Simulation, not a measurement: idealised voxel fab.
Process module under the name voxel trench capacitor
Section shown: cut. Width: 205 nm. Cell size: 5 nm, square.
A cross-section is a grid of square cells, given in bands from the top down. A band is one or more rows of cells.
This entry defines a band. It first specifies the height of the band's top and the height of its bottom in nm, and then specifies the band's materials from left to right, stating each material with its width in nm. The word "full width" identifies a single material that fills the band from edge to edge, while the word "air" identifies empty space.
It should be noted that heights are counted from 0, beneath which the wafer as supplied is of one material throughout, and that the lowest band possesses no lower boundary but continues downward, as written in "0 -> down".
When a width is written as two numbers, as in "30..40", the first number is the width in the top row of cells of the band and the second is the width in its bottom row, and the width changes by the same amount from each row to the next.
"no change" -> step changed no cross-section cell.
The entry titled "Voids, enclosed" provides the empty spaces that have no open way to the top, restricted to those of 8 cells or more. Each is presented as width x height at distance, the distance being measured from the left edge, with all three in nm.
The remark found on a step's line after its settings is issued by the simulator itself and pertains to that step.
"overlay nm" answers the question of how far to the right of plan the mask lay on a step that has a mask, and when it is negative the answer is to the left.

Process steps foreseen in the plan
1,op RECEIVE | material Si
2,op CONFORMAL_DEP | material SiN | thk nm 10
3,op MASKED_ETCH | tone open | mask id TRENCH | width nm 25 | pitch nm 40 | etch materials SiN | depth nm 10 | overlay nm 0
4,op MASKED_ETCH | tone open | mask id TRENCH | width nm 25 | pitch nm 40 | etch materials Si | depth nm 30 | overlay nm 0
5,op CONFORMAL_DEP | material SiO2 | thk nm 5
6,op FILL_DEP | material polySi | thk nm 5
7,op CMP | height nm 10

Account of the first of two wafers, which was processed as intended

Wafer at receipt (post step 1), cross-section
	0 -> down: Si full width
	Voids, enclosed: none

Cross-section through the wafer, step 2 finished
	10 -> 0: SiN full width
	Anything lower than 0 is untouched.

Cross-section through the wafer, step 3 finished
	10 -> 0: SiN 70, air 25, SiN 15, air 25, SiN 70
	Anything lower than 0 is untouched.

Cross-section through the wafer, step 4 finished
	10 -> 0: SiN 70, air 25, SiN 15, air 25, SiN 70
	0 -> -30: Si 70, air 25, Si 15, air 25, Si 70
	Anything lower than -30 is untouched.

Cross-section through the wafer, step 5 finished
	15 -> 10: SiO2 75, air 15, SiO2 25, air 15, SiO2 75
	10 -> 0: SiN 70, SiO2 5, air 15, SiO2 5, SiN 15, SiO2 5, air 15, SiO2 5, SiN 70
	0 -> -25: Si 70, SiO2 5, air 15, SiO2 5, Si 15, SiO2 5, air 15, SiO2 5, Si 70
	-25 -> -30: Si 70, SiO2 25, Si 15, SiO2 25, Si 70
	Anything lower than -30 is untouched.

Cross-section through the wafer, step 6 finished
	20 -> 15: polySi full width
	15 -> 10: SiO2 75, polySi 15, SiO2 25, polySi 15, SiO2 75
	10 -> 0: SiN 70, SiO2 5, polySi 15, SiO2 5, SiN 15, SiO2 5, polySi 15, SiO2 5, SiN 70
	0 -> -25: Si 70, SiO2 5, polySi 15, SiO2 5, Si 15, SiO2 5, polySi 15, SiO2 5, Si 70
	Anything lower than -25 is untouched.

Cross-section through the wafer, step 7 finished
	10 -> 0: SiN 70, SiO2 5, polySi 15, SiO2 5, SiN 15, SiO2 5, polySi 15, SiO2 5, SiN 70
	Anything lower than 0 is untouched.

Notes, second wafer: start = first wafer's, plan = first wafer's, execution had one mistake; history identical to first through step 1

Second wafer at the planned finish of step 2, seen in cross-section: no change

Second wafer at the planned finish of step 3, seen in cross-section: no change

Second wafer at the planned finish of step 4, seen in cross-section
	0 -> -30: Si 70, air 25, Si 15, air 25, Si 70
	Anything lower than -30 is untouched.

Second wafer at the planned finish of step 5, seen in cross-section
	5 -> 0: SiO2 75, air 15, SiO2 25, air 15, SiO2 75
	0 -> -25: Si 70, SiO2 5, air 15, SiO2 5, Si 15, SiO2 5, air 15, SiO2 5, Si 70
	-25 -> -30: Si 70, SiO2 25, Si 15, SiO2 25, Si 70
	Anything lower than -30 is untouched.

Second wafer at the planned finish of step 6, seen in cross-section
	10 -> 5: polySi full width
	5 -> 0: SiO2 75, polySi 15, SiO2 25, polySi 15, SiO2 75
	0 -> -25: Si 70, SiO2 5, polySi 15, SiO2 5, Si 15, SiO2 5, polySi 15, SiO2 5, Si 70
	Anything lower than -25 is untouched.

Second wafer at the planned finish of step 7, seen in cross-section: no change
Diagnosis: plan step 2: skipped, not run
The closing comparison, in cells, has the second wafer with more or fewer of some materials than the first: -62 SiN; +27 SiO2; +35 polySi
